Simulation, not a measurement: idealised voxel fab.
The document below concerns the process module designated voxel tone inversion.
It is cross-section cut that appears here, measuring 290 nm in width, its square cells being 5 nm in size.
In what follows, cross-sections appear as grids of square cells, described through bands that run from the top down, where every band is one or more rows of cells. The entry gives the band's vertical extent as a top height and a bottom height in nm, then its horizontal make-up as materials from left to right, each with a width in nm. "air" stands for empty space; a single material marked "edge to edge" fills the band edge to edge. Ref level 0: as-received wafer is one material below here. Bottom band extends down with no lower bound ("top 0, no bottom"). The expression "30..40" gives the width at the extremes of the band, the first number at its top row of cells and the second at its bottom row, with the width changing by equal amounts from each row to the next in between. No cell of the cross-section changed in a step that is given as "nothing got changed". Look at "Fully sealed voids" for the closed voids: empty spaces with no open path to the top, sized 8 cells or up. Each is width x height at distance, distance from the left edge, all nm. Read whatever lies past the settings on a step's line as the simulator's own remark about the step. For masked steps, "overlay nm" on the step line gives how far right of plan the mask actually lay; a minus sign means it lay to the left.

The following list gives the planned process steps
- 1: RECEIVE (material Si)
- 2: CONFORMAL_DEP (material SiCN; thk nm 5)
- 3: DIRECTIONAL_DEP (material polySi; thk nm 15)
- 4: PATTERN (tone cover; mask id POSTS; material resist; width nm 20; pitch nm 45; thk nm 25; overlay nm 0)
- 5: DIRECTIONAL_ETCH (etch materials polySi; depth nm 15)
- 6: STRIP (etch materials resist)
- 7: FILL_DEP (material SiO2; thk nm 10)
- 8: CMP (height nm 20)
- 9: STRIP (etch materials polySi)

First of two wafers, processed according to plan

As-received state of the wafer in cross-section, equivalent to post-step 1
  top 0, no bottom  Si edge to edge
  Fully sealed voids: none

Wafer xsec, post step 2
  top 5, bottom 0  SiCN edge to edge
  Below 0 it's all the same as before, nothing changed down there.

Wafer xsec, post step 3
  top 20, bottom 5  polySi edge to edge
  Below 5 it's all the same as before, nothing changed down there.

Wafer xsec, post step 4
  top 45, bottom 20  air=110, then resist=20, then air=25, then resist=20, then air=115
  Below 20 it's all the same as before, nothing changed down there.

Wafer xsec, post step 5
  top 45, bottom 20  air=110, then resist=20, then air=25, then resist=20, then air=115
  top 20, bottom 5  air=110, then polySi=20, then air=25, then polySi=20, then air=115
  Below 5 it's all the same as before, nothing changed down there.

Wafer xsec, post step 6
  top 20, bottom 5  air=110, then polySi=20, then air=25, then polySi=20, then air=115
  Below 5 it's all the same as before, nothing changed down there.

Wafer xsec, post step 7
  top 30, bottom 20  SiO2 edge to edge
  top 20, bottom 5  SiO2=110, then polySi=20, then SiO2=25, then polySi=20, then SiO2=115
  Below 5 it's all the same as before, nothing changed down there.

Wafer xsec, post step 8
  top 20, bottom 5  SiO2=110, then polySi=20, then SiO2=25, then polySi=20, then SiO2=115
  Below 5 it's all the same as before, nothing changed down there.

Wafer xsec, post step 9
  top 20, bottom 5  SiO2=110, then air=20, then SiO2=25, then air=20, then SiO2=115
  Below 5 it's all the same as before, nothing changed down there.

Second wafer. Start and plan as for the first. One mistake made in running. Agrees with the first up to and including step 1

Second wafer cross-section, taken as of the time the plan sets for step 2 to be done
  top 15, bottom 0  polySi edge to edge
  Below 0 it's all the same as before, nothing changed down there.

Second wafer cross-section, taken as of the time the plan sets for step 3 to be done
  top 20, bottom 15  SiCN edge to edge
  Below 15 it's all the same as before, nothing changed down there.

Second wafer cross-section, taken as of the time the plan sets for step 4 to be done
  top 45, bottom 20  air=110, then resist=20, then air=25, then resist=20, then air=115
  Below 20 it's all the same as before, nothing changed down there.

Second wafer cross-section, taken as of the time the plan sets for step 5 to be done: nothing got changed

Second wafer cross-section, taken as of the time the plan sets for step 6 to be done
  top 20, bottom 15  SiCN edge to edge
  Below 15 it's all the same as before, nothing changed down there.

Second wafer cross-section, taken as of the time the plan sets for step 7 to be done
  top 30, bottom 20  SiO2 edge to edge
  Below 20 it's all the same as before, nothing changed down there.

Second wafer cross-section, taken as of the time the plan sets for step 8 to be done
  top 20, bottom 15  SiCN edge to edge
  Below 15 it's all the same as before, nothing changed down there.

Second wafer cross-section, taken as of the time the plan sets for step 9 to be done: nothing got changed
Plan not followed: steps 2 and 3: order swapped relative to plan
Heads up, by the end the second wafer has more or fewer cells of some materials compared to the first: 150 fewer of SiO2; 174 more of polySi
